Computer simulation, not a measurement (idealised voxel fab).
A process module follows: voxel self aligned contacts.
It is cross-section cut that appears here, measuring 160 nm in width, its square cells being 5 nm in size.
Bands, listed from the top down, are how a cross-section gets written in this document; the cross-section itself is a grid of square cells, and a band is one or more rows of them. Each band's line starts with the height of the band's top and of its bottom, in nm. Then come its materials from left to right, each with its width in nm. One material with "everywhere" fills the band from edge to edge. "empty" is empty space. Basically, 0 is our baseline, since under it the wafer straight out of the box is all one material. The bottom band has no lower end and keeps on going down, so it looks like "from 0 down". With a width like "30->40", each row of cells in the band differs from the next by the same amount, the top row carrying the first number and the bottom row the second. Step note "no modification" = no cross-section cell changed. So "closed voids" is basically the list of trapped voids: any empty space of 8 cells or more that can't reach the top through an opening. They're written width x height at distance, the distance being from the left edge, and it's all nm. Past the settings on a step's line: simulator remark, on that step. "overlay nm", when on a step's line for a step with a mask, measures how far to the right of its planned place the mask lay; a negative measure means to the left.

The planned process steps are enumerated hereunder:
1,op RECEIVE | material Si
2,op OXIDIZE | depth nm 5
3,op DIRECTIONAL_DEP | material polySi | thk nm 30
4,op DIRECTIONAL_DEP | material SiN | thk nm 25
5,op DIRECTIONAL_DEP | material aC | thk nm 15
6,op PATTERN | tone cover | mask id GATE | material resist | width nm 25 | pitch nm 65 | thk nm 35 | overlay nm 0
7,op DIRECTIONAL_ETCH | etch materials aC | depth nm 15
8,op STRIP | etch materials resist
9,op DIRECTIONAL_ETCH | etch materials SiN | depth nm 25
10,op DIRECTIONAL_ETCH | etch materials polySi | depth nm 30
11,op STRIP | etch materials aC
12,op CONFORMAL_DEP | material SiN | thk nm 10
13,op DIRECTIONAL_ETCH | etch materials SiN | depth nm 10
14,op FILL_DEP | material SiO2 | thk nm 20
15,op CMP | height nm 65
16,op MASKED_ETCH | tone open | mask id CONTACT | width nm 50 | etch materials SiO2 | depth nm 70 | overlay nm 0
17,op CONFORMAL_DEP | material TiN | thk nm 5
18,op FILL_DEP | material Ru | thk nm 5
19,op CMP | height nm 65
20,op CONFORMAL_DEP | material SiN | thk nm 5

First wafer, two in total, run as planned:

Delivered wafer in cross-section: state after step 1:
- from 0 down | Si everywhere
- closed voids: none

Wafer xsec, post step 2:
- from 0 to -5 | SiO2 everywhere
- Under the height -5 nothing was changed.

Wafer xsec, post step 3:
- from 30 to 0 | polySi everywhere
- Under the height 0 nothing was changed.

Wafer xsec, post step 4:
- from 55 to 30 | SiN everywhere
- Under the height 30 nothing was changed.

Wafer xsec, post step 5:
- from 70 to 55 | aC everywhere
- Under the height 55 nothing was changed.

Wafer xsec, post step 6:
- from 105 to 70 | 35 of empty; 25 of resist; 40 of empty; 25 of resist; 35 of empty
- Under the height 70 nothing was changed.

Wafer xsec, post step 7:
- from 90 to 70 | 35 of empty; 25 of resist; 40 of empty; 25 of resist; 35 of empty
- from 70 to 55 | 35 of empty; 25 of aC; 40 of empty; 25 of aC; 35 of empty
- Under the height 55 nothing was changed.

Wafer xsec, post step 8:
- from 70 to 55 | 35 of empty; 25 of aC; 40 of empty; 25 of aC; 35 of empty
- Under the height 55 nothing was changed.

Wafer xsec, post step 9:
- from 70 to 55 | 35 of empty; 25 of aC; 40 of empty; 25 of aC; 35 of empty
- from 55 to 30 | 35 of empty; 25 of SiN; 40 of empty; 25 of SiN; 35 of empty
- Under the height 30 nothing was changed.

Wafer xsec, post step 10:
- from 70 to 55 | 35 of empty; 25 of aC; 40 of empty; 25 of aC; 35 of empty
- from 55 to 30 | 35 of empty; 25 of SiN; 40 of empty; 25 of SiN; 35 of empty
- from 30 to 0 | 35 of empty; 25 of polySi; 40 of empty; 25 of polySi; 35 of empty
- Under the height 0 nothing was changed.

Wafer xsec, post step 11:
- from 55 to 30 | 35 of empty; 25 of SiN; 40 of empty; 25 of SiN; 35 of empty
- Under the height 30 nothing was changed.

Wafer xsec, post step 12:
- from 65 to 30 | 25 of empty; 45 of SiN; 20 of empty; 45 of SiN; 25 of empty
- from 30 to 10 | 25 of empty; 10 of SiN; 25 of polySi; 10 of SiN; 20 of empty; 10 of SiN; 25 of polySi; 10 of SiN; 25 of empty
- from 10 to 0 | 35 of SiN; 25 of polySi; 40 of SiN; 25 of polySi; 35 of SiN
- Under the height 0 nothing was changed.

Wafer xsec, post step 13:
- from 55 to 30 | 25 of empty; 45 of SiN; 20 of empty; 45 of SiN; 25 of empty
- from 30 to 0 | 25 of empty; 10 of SiN; 25 of polySi; 10 of SiN; 20 of empty; 10 of SiN; 25 of polySi; 10 of SiN; 25 of empty
- Under the height 0 nothing was changed.

Wafer xsec, post step 14:
- from 75 to 55 | SiO2 everywhere
- from 55 to 30 | 25 of SiO2; 45 of SiN; 20 of SiO2; 45 of SiN; 25 of SiO2
- from 30 to 0 | 25 of SiO2; 10 of SiN; 25 of polySi; 10 of SiN; 20 of SiO2; 10 of SiN; 25 of polySi; 10 of SiN; 25 of SiO2
- Under the height 0 nothing was changed.

Wafer xsec, post step 15:
- from 65 to 55 | SiO2 everywhere
- Under the height 55 nothing was changed.

Wafer xsec, post step 16:
- from 65 to 55 | 55 of SiO2; 50 of empty; 55 of SiO2
- from 55 to 30 | 25 of SiO2; 45 of SiN; 20 of empty; 45 of SiN; 25 of SiO2
- from 30 to 0 | 25 of SiO2; 10 of SiN; 25 of polySi; 10 of SiN; 20 of empty; 10 of SiN; 25 of polySi; 10 of SiN; 25 of SiO2
- from 0 to -5 | 70 of SiO2; 20 of empty; 70 of SiO2
- Under the height -5 nothing was changed.

Wafer xsec, post step 17:
- from 70 to 65 | 60 of TiN; 40 of empty; 60 of TiN
- from 65 to 55 | 55 of SiO2; 5->20 of TiN; 40->10 of empty; 5->20 of TiN; 55 of SiO2
- from 55 to 30 | 25 of SiO2; 45 of SiN; 5 of TiN; 10 of empty; 5 of TiN; 45 of SiN; 25 of SiO2
- from 30 to 0 | 25 of SiO2; 10 of SiN; 25 of polySi; 10 of SiN; 5 of TiN; 10 of empty; 5 of TiN; 10 of SiN; 25 of polySi; 10 of SiN; 25 of SiO2
- from 0 to -5 | 70 of SiO2; 20 of TiN; 70 of SiO2
- Under the height -5 nothing was changed.

Wafer xsec, post step 18:
- from 75 to 70 | Ru everywhere
- from 70 to 65 | 60 of TiN; 40 of Ru; 60 of TiN
- from 65 to 55 | 55 of SiO2; 5->20 of TiN; 40->10 of Ru; 5->20 of TiN; 55 of SiO2
- from 55 to 30 | 25 of SiO2; 45 of SiN; 5 of TiN; 10 of Ru; 5 of TiN; 45 of SiN; 25 of SiO2
- from 30 to 0 | 25 of SiO2; 10 of SiN; 25 of polySi; 10 of SiN; 5 of TiN; 10 of Ru; 5 of TiN; 10 of SiN; 25 of polySi; 10 of SiN; 25 of SiO2
- Under the height 0 nothing was changed.

Wafer xsec, post step 19:
- from 65 to 55 | 55 of SiO2; 5->20 of TiN; 40->10 of Ru; 5->20 of TiN; 55 of SiO2
- Under the height 55 nothing was changed.

Wafer xsec, post step 20:
- from 70 to 65 | SiN everywhere
- Under the height 65 nothing was changed.

The Second Wafer: Common Origin and Plan, One Mistake in Execution, Identical to the First Through Step 2:

The second wafer in cross-section, at the planned close of step 3:
- from 35 to 0 | polySi everywhere
- Under the height 0 nothing was changed.

The second wafer in cross-section, at the planned close of step 4:
- from 60 to 35 | SiN everywhere
- Under the height 35 nothing was changed.

The second wafer in cross-section, at the planned close of step 5:
- from 75 to 60 | aC everywhere
- Under the height 60 nothing was changed.

The second wafer in cross-section, at the planned close of step 6:
- from 110 to 75 | 35 of empty; 25 of resist; 40 of empty; 25 of resist; 35 of empty
- Under the height 75 nothing was changed.

The second wafer in cross-section, at the planned close of step 7:
- from 95 to 75 | 35 of empty; 25 of resist; 40 of empty; 25 of resist; 35 of empty
- from 75 to 60 | 35 of empty; 25 of aC; 40 of empty; 25 of aC; 35 of empty
- Under the height 60 nothing was changed.

The second wafer in cross-section, at the planned close of step 8:
- from 75 to 60 | 35 of empty; 25 of aC; 40 of empty; 25 of aC; 35 of empty
- Under the height 60 nothing was changed.

The second wafer in cross-section, at the planned close of step 9:
- from 75 to 60 | 35 of empty; 25 of aC; 40 of empty; 25 of aC; 35 of empty
- from 60 to 35 | 35 of empty; 25 of SiN; 40 of empty; 25 of SiN; 35 of empty
- Under the height 35 nothing was changed.

The second wafer in cross-section, at the planned close of step 10:
- from 75 to 60 | 35 of empty; 25 of aC; 40 of empty; 25 of aC; 35 of empty
- from 60 to 35 | 35 of empty; 25 of SiN; 40 of empty; 25 of SiN; 35 of empty
- from 35 to 5 | 35 of empty; 25 of polySi; 40 of empty; 25 of polySi; 35 of empty
- Under the height 5 nothing was changed.

The second wafer in cross-section, at the planned close of step 11:
- from 60 to 35 | 35 of empty; 25 of SiN; 40 of empty; 25 of SiN; 35 of empty
- Under the height 35 nothing was changed.

The second wafer in cross-section, at the planned close of step 12:
- from 70 to 35 | 25 of empty; 45 of SiN; 20 of empty; 45 of SiN; 25 of empty
- from 35 to 15 | 25 of empty; 10 of SiN; 25 of polySi; 10 of SiN; 20 of empty; 10 of SiN; 25 of polySi; 10 of SiN; 25 of empty
- from 15 to 5 | 35 of SiN; 25 of polySi; 40 of SiN; 25 of polySi; 35 of SiN
- Under the height 5 nothing was changed.

The second wafer in cross-section, at the planned close of step 13:
- from 60 to 35 | 25 of empty; 45 of SiN; 20 of empty; 45 of SiN; 25 of empty
- from 35 to 5 | 25 of empty; 10 of SiN; 25 of polySi; 10 of SiN; 20 of empty; 10 of SiN; 25 of polySi; 10 of SiN; 25 of empty
- Under the height 5 nothing was changed.

The second wafer in cross-section, at the planned close of step 14:
- from 80 to 60 | SiO2 everywhere
- from 60 to 35 | 25 of SiO2; 45 of SiN; 20 of SiO2; 45 of SiN; 25 of SiO2
- from 35 to 5 | 25 of SiO2; 10 of SiN; 25 of polySi; 10 of SiN; 20 of SiO2; 10 of SiN; 25 of polySi; 10 of SiN; 25 of SiO2
- Under the height 5 nothing was changed.

The second wafer in cross-section, at the planned close of step 15:
- from 65 to 60 | SiO2 everywhere
- Under the height 60 nothing was changed.

The second wafer in cross-section, at the planned close of step 16:
- from 65 to 60 | 55 of SiO2; 50 of empty; 55 of SiO2
- from 60 to 35 | 25 of SiO2; 45 of SiN; 20 of empty; 45 of SiN; 25 of SiO2
- from 35 to 5 | 25 of SiO2; 10 of SiN; 25 of polySi; 10 of SiN; 20 of empty; 10 of SiN; 25 of polySi; 10 of SiN; 25 of SiO2
- Under the height 5 nothing was changed.

The second wafer in cross-section, at the planned close of step 17:
- from 70 to 65 | 60 of TiN; 40 of empty; 60 of TiN
- from 65 to 60 | 55 of SiO2; 20 of TiN; 10 of empty; 20 of TiN; 55 of SiO2
- from 60 to 35 | 25 of SiO2; 45 of SiN; 5 of TiN; 10 of empty; 5 of TiN; 45 of SiN; 25 of SiO2
- from 35 to 10 | 25 of SiO2; 10 of SiN; 25 of polySi; 10 of SiN; 5 of TiN; 10 of empty; 5 of TiN; 10 of SiN; 25 of polySi; 10 of SiN; 25 of SiO2
- from 10 to 5 | 25 of SiO2; 10 of SiN; 25 of polySi; 10 of SiN; 20 of TiN; 10 of SiN; 25 of polySi; 10 of SiN; 25 of SiO2
- Under the height 5 nothing was changed.

The second wafer in cross-section, at the planned close of step 18:
- from 75 to 70 | Ru everywhere
- from 70 to 65 | 60 of TiN; 40 of Ru; 60 of TiN
- from 65 to 60 | 55 of SiO2; 20 of TiN; 10 of Ru; 20 of TiN; 55 of SiO2
- from 60 to 35 | 25 of SiO2; 45 of SiN; 5 of TiN; 10 of Ru; 5 of TiN; 45 of SiN; 25 of SiO2
- from 35 to 10 | 25 of SiO2; 10 of SiN; 25 of polySi; 10 of SiN; 5 of TiN; 10 of Ru; 5 of TiN; 10 of SiN; 25 of polySi; 10 of SiN; 25 of SiO2
- Under the height 10 nothing was changed.

The second wafer in cross-section, at the planned close of step 19:
- from 65 to 60 | 55 of SiO2; 20 of TiN; 10 of Ru; 20 of TiN; 55 of SiO2
- Under the height 60 nothing was changed.

The second wafer in cross-section, at the planned close of step 20:
- from 70 to 65 | SiN everywhere
- Under the height 65 nothing was changed.
Want to know what went wrong? step 3 was processed under conditions differing from the plan, specifically as op DIRECTIONAL_DEP | material polySi | thk nm 35
at the end the second wafer has, in cells: Ru: 10 fewer, SiO2: 18 fewer, TiN: 4 fewer, polySi: 32 more
